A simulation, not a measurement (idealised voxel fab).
Module name: voxel wiring stack (process module)
cross-section cut | 280 nm wide | cells 5 nm
When this document writes out a cross-section, it uses a grid of square cells and lists it as bands, beginning at the top and moving down, with a band standing for one or more rows of cells.
Band: top height; bottom height; in nm. Then, left to right: material with width in nm, for each material. "all across": a single material spanning edge to edge. "air": empty space.
Heights are measured from 0, the level below which the as-received wafer is all one material; the lowest band has no bottom and continues downward, written as in "z 0 and below".
A width given as "30 to 40" starts at the first number in the band's top row and ends at the second number in its bottom row, shifting by an equal amount at every step from row to row.
"no modifications" means the step left every cell of the cross-section as it was.
"Sealed internal cavities" specifies each empty space that is not open to the top and that occupies no fewer than 8 cells, using the form width x height at distance, the distance measured from the left edge and all three quantities in nm.
Heads up: the bit after the settings on a step's line is the simulator's remark on that step.
"overlay nm" answers the question of how far to the right of plan the mask lay on a step that has a mask, and when it is negative the answer is to the left.
So here's the lineup of process steps we planned
| 1 | op RECEIVE | material Si |
| 2 | op CONFORMAL_DEP | material SiO2 | thk nm 10 |
| 3 | op CONFORMAL_DEP | material SiN | thk nm 5 |
| 4 | op DIRECTIONAL_DEP | material lowk | thk nm 15 |
| 5 | op PATTERN | tone open | mask id METAL_1 | material resist | width nm 20 | pitch nm 35 | thk nm 15 | overlay nm 0 |
| 6 | op DIRECTIONAL_ETCH | etch materials lowk | depth nm 15 |
| 7 | op DIRECTIONAL_ETCH | etch materials SiN | depth nm 5 |
| 8 | op STRIP | etch materials resist |
| 9 | op CONFORMAL_DEP | material TiN | thk nm 5 |
| 10 | op FILL_DEP | material Ru | thk nm 5 |
| 11 | op CMP | height nm 30 |
| 12 | op CONFORMAL_DEP | material SiCN | thk nm 5 |
| 13 | op DIRECTIONAL_DEP | material lowk | thk nm 30 |
| 14 | op PATTERN | tone open | mask id METAL_2_HOLES | material resist | width nm 15 | pitch nm 35 | thk nm 20 | overlay nm 0 |
| 15 | op DIRECTIONAL_ETCH | etch materials lowk | depth nm 30 |
| 16 | op STRIP | etch materials resist |
| 17 | op DIRECTIONAL_DEP | material aC | thk nm 10 |
| 18 | op PATTERN | tone open | mask id METAL_2 | material resist | width nm 20 | pitch nm 35 | thk nm 30 | overlay nm 0 |
| 19 | op DIRECTIONAL_ETCH | etch materials aC | depth nm 10 |
| 20 | op STRIP | etch materials resist |
| 21 | op DIRECTIONAL_ETCH | etch materials lowk | depth nm 20 |
| 22 | op DIRECTIONAL_ETCH | etch materials SiCN | depth nm 5 |
| 23 | op STRIP | etch materials aC |
| 24 | op CONFORMAL_DEP | material TiN | thk nm 5 |
| 25 | op FILL_DEP | material Cu | thk nm 10 |
| 26 | op CMP | height nm 65 |
| 27 | op CONFORMAL_DEP | material SiCN | thk nm 5 |
| 28 | op DIRECTIONAL_DEP | material SiO2 | thk nm 15 |
| 29 | op MASKED_ETCH | tone open | mask id PLUG_2 | width nm 15 | pitch nm 35 | etch materials SiO2 | depth nm 15 | overlay nm 0 |
| 30 | op MASKED_ETCH | tone open | mask id PLUG_2 | width nm 15 | pitch nm 35 | etch materials SiCN | depth nm 5 | overlay nm 0 |
| 31 | op CONFORMAL_DEP | material TiN | thk nm 5 |
| 32 | op FILL_DEP | material W | thk nm 5 |
| 33 | op CMP | height nm 85 |
| 34 | op CONFORMAL_DEP | material SiN | thk nm 5 |
| 35 | op DIRECTIONAL_DEP | material SiO2 | thk nm 15 |
| 36 | op MASKED_ETCH | tone open | mask id METAL_3 | width nm 20 | pitch nm 35 | etch materials SiO2 | depth nm 15 | overlay nm 0 |
| 37 | op MASKED_ETCH | tone open | mask id METAL_3 | width nm 20 | pitch nm 35 | etch materials SiN | depth nm 5 | overlay nm 0 |
| 38 | op CONFORMAL_DEP | material TiN | thk nm 5 |
| 39 | op FILL_DEP | material Ru | thk nm 10 |
| 40 | op CMP | height nm 105 |
| 41 | op CONFORMAL_DEP | material SiCN | thk nm 5 |
| 42 | op DIRECTIONAL_DEP | material lowk | thk nm 30 |
| 43 | op MASKED_ETCH | tone open | mask id METAL_4 | width nm 20 | pitch nm 35 | etch materials lowk | depth nm 15 | overlay nm 0 |
| 44 | op MASKED_ETCH | tone open | mask id METAL_4_HOLES | width nm 15 | pitch nm 70 | etch materials lowk | depth nm 15 | overlay nm 0 |
| 45 | op MASKED_ETCH | tone open | mask id METAL_4_HOLES | width nm 15 | pitch nm 70 | etch materials SiCN | depth nm 5 | overlay nm 0 |
| 46 | op CONFORMAL_DEP | material TiN | thk nm 5 |
| 47 | op FILL_DEP | material Ru | thk nm 5 |
| 48 | op CMP | height nm 140 |
| 49 | op CONFORMAL_DEP | material SiN | thk nm 5 |
Shown in cross-section is the wafer as received, that is, as it stands after step 1
  z 0 and below: Si all across
  Sealed internal cavities: none
Look at the cross-section after the module: the wafer started out the way shown above and the plan was the one shown above, yet one mistake was made along the way
  z 145 to 140: SiN all across
  z 140 to 130: lowk 95 nm | TiN 5 nm | Ru 10 nm | TiN 5 nm | lowk 15 nm | TiN 5 nm | Ru 10 nm | TiN 5 nm | lowk 15 nm | TiN 5 nm | Ru 10 nm | TiN 5 nm | lowk 95 nm
  z 130 to 125: lowk 95 nm | TiN 5 nm | Ru 5 nm | TiN 10 nm | lowk 15 nm | TiN 20 nm | lowk 15 nm | TiN 5 nm | Ru 5 nm | TiN 10 nm | lowk 95 nm
  z 125 to 110: lowk 95 nm | TiN 5 nm | Ru 5 nm | TiN 5 nm | lowk 55 nm | TiN 5 nm | Ru 5 nm | TiN 5 nm | lowk 100 nm
  z 110 to 105: SiCN 95 nm | TiN 15 nm | SiCN 55 nm | TiN 15 nm | SiCN 100 nm
  z 105 to 90: SiO2 95 nm | TiN 5 nm | Ru 10 nm | TiN 5 nm | SiO2 15 nm | TiN 5 nm | Ru 10 nm | TiN 5 nm | SiO2 15 nm | TiN 5 nm | Ru 10 nm | TiN 5 nm | SiO2 95 nm
  z 90 to 85: SiN 95 nm | TiN 20 nm | SiN 15 nm | TiN 20 nm | SiN 15 nm | TiN 20 nm | SiN 95 nm
  z 85 to 70: SiO2 95 nm | TiN 5 nm | W 5 nm | TiN 5 nm | SiO2 20 nm | TiN 5 nm | W 5 nm | TiN 5 nm | SiO2 20 nm | TiN 5 nm | W 5 nm | TiN 5 nm | SiO2 100 nm
  z 70 to 65: SiCN 95 nm | TiN 15 nm | SiCN 20 nm | TiN 15 nm | SiCN 20 nm | TiN 15 nm | SiCN 100 nm
  z 65 to 50: lowk 95 nm | TiN 5 nm | Cu 10 nm | TiN 5 nm | lowk 15 nm | TiN 5 nm | Cu 10 nm | TiN 5 nm | lowk 15 nm | TiN 5 nm | Cu 10 nm | TiN 5 nm | lowk 95 nm
  z 50 to 40: lowk 95 nm | TiN 5 nm | Cu 5 nm | TiN 10 to 5 nm | lowk 15 to 20 nm | TiN 5 nm | Cu 5 nm | TiN 10 to 5 nm | lowk 15 to 20 nm | TiN 5 nm | Cu 5 nm | TiN 10 to 5 nm | lowk 95 to 100 nm
  z 40 to 35: lowk 95 nm | TiN 15 nm | lowk 20 nm | TiN 15 nm | lowk 20 nm | TiN 15 nm | lowk 100 nm
  z 35 to 30: SiO2 all across
  z 30 to 15: lowk 95 nm | TiN 5 nm | Ru 10 nm | TiN 5 nm | lowk 15 nm | TiN 5 nm | Ru 10 nm | TiN 5 nm | lowk 15 nm | TiN 5 nm | Ru 10 nm | TiN 5 nm | lowk 95 nm
  z 15 to 10: SiN 95 nm | TiN 20 nm | SiN 15 nm | TiN 20 nm | SiN 15 nm | TiN 20 nm | SiN 95 nm
  z 10 to 0: SiO2 all across
  z 0 and below: Si all across
  Sealed internal cavities: none
Deviation from plan: note that step 12 departed from the planned setting and was carried out as op CONFORMAL_DEP | material SiO2 | thk nm 5
